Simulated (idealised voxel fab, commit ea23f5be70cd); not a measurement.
Name of the process module below: voxel plated lines
Section shown: cut. Width: 240 nm. Cell size: 5 nm, square.
In this document a cross-section is written as a grid of square cells. It is given as a series of bands, listed from the top down, and a band is one or more rows of cells.
Quick guide to a band line: top height, bottom height (nm) up front; then every material left to right with its width in nm. Only one material and it's marked "edge to edge"? Then it fills the band edge to edge. And "blank" just means empty space.
Heads up on the height convention: 0 is the point under which the incoming wafer is all one material, and the lowest band has no bottom, it just keeps going down, like "0 down".
A width given as "30->40" starts at the first number in the band's top row and ends at the second number in its bottom row, shifting by an equal amount at every step from row to row.
Where the words "changes: none" appear for a step, the cross-section shows no cell changed by that step; every cell remained as before.
Closed-off voids of 8+ cells (no open route to the top) go in "Catalogued sealed voids", written width x height at distance from the left edge, in nm.
Post-settings text on a step line: simulator's own remark regarding the step.
overlay nm: mask offset rightward from planned place, masked step; negative means leftward offset.
# Process steps (planned)
step 1: RECEIVE, material Si
step 2: CONFORMAL_DEP, material SiO2, thk nm 5
step 3: DIRECTIONAL_DEP, material TiN, thk nm 5
step 4: PATTERN, tone open, mask id LINES, material resist, width nm 30, pitch nm 45, thk nm 35, overlay nm 0
step 5: EPI, material Ru, thk nm 10
step 6: EPI, material Ru, thk nm 10
step 7: EPI, material Ru, thk nm 10
step 8: STRIP, etch materials resist
step 9: DIRECTIONAL_ETCH, etch materials TiN, depth nm 5
step 10: CONFORMAL_DEP, material SiCN, thk nm 5
# Cross-section of the wafer at receipt, which is the condition after step 1
- 0 down  Si edge to edge
- Catalogued sealed voids: none
# First wafer of two, sectioned at end of module; run went per plan
- 45 to 40  blank 55 / SiCN 40 / blank 5 / SiCN 40 / blank 5 / SiCN 40 / blank 55
- 40 to 10  blank 55 / SiCN 5 / Ru 30 / SiCN 5 / blank 5 / SiCN 5 / Ru 30 / SiCN 5 / blank 5 / SiCN 5 / Ru 30 / SiCN 5 / blank 55
- 10 to 5  SiCN 60 / TiN 30 / SiCN 15 / TiN 30 / SiCN 15 / TiN 30 / SiCN 60
- 5 to 0  SiO2 edge to edge
- 0 down  Si edge to edge
- Catalogued sealed voids: none
# Here is the second of the two wafers cut open at the end of the module - same start, same plan as the first one, but we made one mistake running it
- 45 to 40  SiCN edge to edge
- 40 to 10  Ru edge to edge
- 10 to 5  TiN edge to edge
- 5 to 0  SiO2 edge to edge
- 0 down  Si edge to edge
- Catalogued sealed voids: none
what went wrong: the run left out plan step 4 entirely, so it was never executed
The closing comparison, in cells, has the second wafer with more or fewer of some materials than the first: +180 Ru, -42 SiCN, +30 TiN
